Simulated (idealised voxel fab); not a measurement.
Module name: voxel released beams (process module)
Cross-sectional view cut (width: 270 nm; square cell size: 5 nm).
How to read a cross-section here: the picture is a grid of square cells, written as bands going from the top down, and any band can span one or more rows of cells. Band: top height; bottom height; in nm. Then, left to right: material with width in nm, for each material. "everywhere": a single material spanning edge to edge. "air": empty space. Where do heights start? At 0: under that level the wafer as delivered is made of one material only. And the lowest band has no floor; it just carries on downward, as in "0..down". With a width like "30->40", each row of cells in the band differs from the next by the same amount, the top row carrying the first number and the bottom row the second. "left unchanged" (step): cross-section cells unchanged, all of them. The entry titled "Sealed void listing" provides the empty spaces that have no open way to the top, restricted to those of 8 cells or more. Each is presented as width x height at distance, the distance being measured from the left edge, with all three in nm. after a step's settings: what the simulator itself notes on the step. overlay nm: for a step with a mask, the amount by which the mask lay right of where it was planned; a negative amount means left of it.
**Set out below are the planned steps of the process**
1,op RECEIVE | material Si
2,op CONFORMAL_DEP | material Al2O3 | thk nm 10
3,op DIRECTIONAL_DEP | material SiO2 | thk nm 15
4,op PATTERN | tone open | mask id ANCHOR | material resist | width nm 40 | thk nm 15 | overlay nm 0
5,op DIRECTIONAL_ETCH | etch materials SiO2 | depth nm 15
6,op STRIP | etch materials resist
7,op CONFORMAL_DEP | material polySi | thk nm 15
8,op PATTERN | tone cover | mask id BEAM | material resist | width nm 125 | thk nm 20 | overlay nm 0
9,op DIRECTIONAL_ETCH | etch materials polySi | depth nm 15
10,op STRIP | etch materials resist
11,op STRIP | etch materials SiO2
**First of the two wafers, run per plan**
**as received, after step 1**
	0..down = Si everywhere
	Sealed void listing: none
**Take a look at the wafer's cross-section after step 2**
	10..0 = Al2O3 everywhere
	Rest of section, below 0: as before.
**Take a look at the wafer's cross-section after step 3**
	25..10 = SiO2 everywhere
	Rest of section, below 10: as before.
**Take a look at the wafer's cross-section after step 4**
	40..25 = resist=75 | air=40 | resist=155
	Rest of section, below 25: as before.
**Take a look at the wafer's cross-section after step 5**
	40..25 = resist=75 | air=40 | resist=155
	25..10 = SiO2=75 | air=40 | SiO2=155
	Rest of section, below 10: as before.
**Take a look at the wafer's cross-section after step 6**
	25..10 = SiO2=75 | air=40 | SiO2=155
	Rest of section, below 10: as before.
**Take a look at the wafer's cross-section after step 7**
	40..25 = polySi=90 | air=10 | polySi=170
	25..10 = SiO2=75 | polySi=40 | SiO2=155
	Rest of section, below 10: as before.
**Take a look at the wafer's cross-section after step 8**
	60..40 = air=70 | resist=125 | air=75
	40..25 = polySi=90 | resist=10 | polySi=170
	Rest of section, below 25: as before.
**Take a look at the wafer's cross-section after step 9**
	60..40 = air=70 | resist=125 | air=75
	40..25 = air=70 | polySi=20 | resist=10 | polySi=95 | air=75
	Rest of section, below 25: as before.
**Take a look at the wafer's cross-section after step 10**
	40..25 = air=70 | polySi=20 | air=10 | polySi=95 | air=75
	Rest of section, below 25: as before.
**Take a look at the wafer's cross-section after step 11**
	40..25 = air=70 | polySi=20 | air=10 | polySi=95 | air=75
	25..10 = air=75 | polySi=40 | air=155
	Rest of section, below 10: as before.
**Second of two: same start, same plan, one run error; steps up to and including 1 match the first**
**Cross-section, second wafer, at the end time the plan gives for step 2**
	15..0 = SiO2 everywhere
	Rest of section, below 0: as before.
**Cross-section, second wafer, at the end time the plan gives for step 3**
	25..15 = Al2O3 everywhere
	Rest of section, below 15: as before.
**Cross-section, second wafer, at the end time the plan gives for step 4**
	40..25 = resist=75 | air=40 | resist=155
	Rest of section, below 25: as before.
Cross-section, second wafer, at the end time the plan gives for step 5: left unchanged
**Cross-section, second wafer, at the end time the plan gives for step 6**
	25..15 = Al2O3 everywhere
	Rest of section, below 15: as before.
**Cross-section, second wafer, at the end time the plan gives for step 7**
	40..25 = polySi everywhere
	Rest of section, below 25: as before.
**Cross-section, second wafer, at the end time the plan gives for step 8**
	60..40 = air=70 | resist=125 | air=75
	Rest of section, below 40: as before.
**Cross-section, second wafer, at the end time the plan gives for step 9**
	60..40 = air=70 | resist=125 | air=75
	40..25 = air=70 | polySi=125 | air=75
	Rest of section, below 25: as before.
**Cross-section, second wafer, at the end time the plan gives for step 10**
	40..25 = air=70 | polySi=125 | air=75
	Rest of section, below 25: as before.
Cross-section, second wafer, at the end time the plan gives for step 11: left unchanged
In executing the process, a mistake was made relative to the plan: plan steps 2 and 3 run swapped
Heads up, by the end the second wafer has more or fewer cells of some materials compared to the first: +162 SiO2, -18 polySi
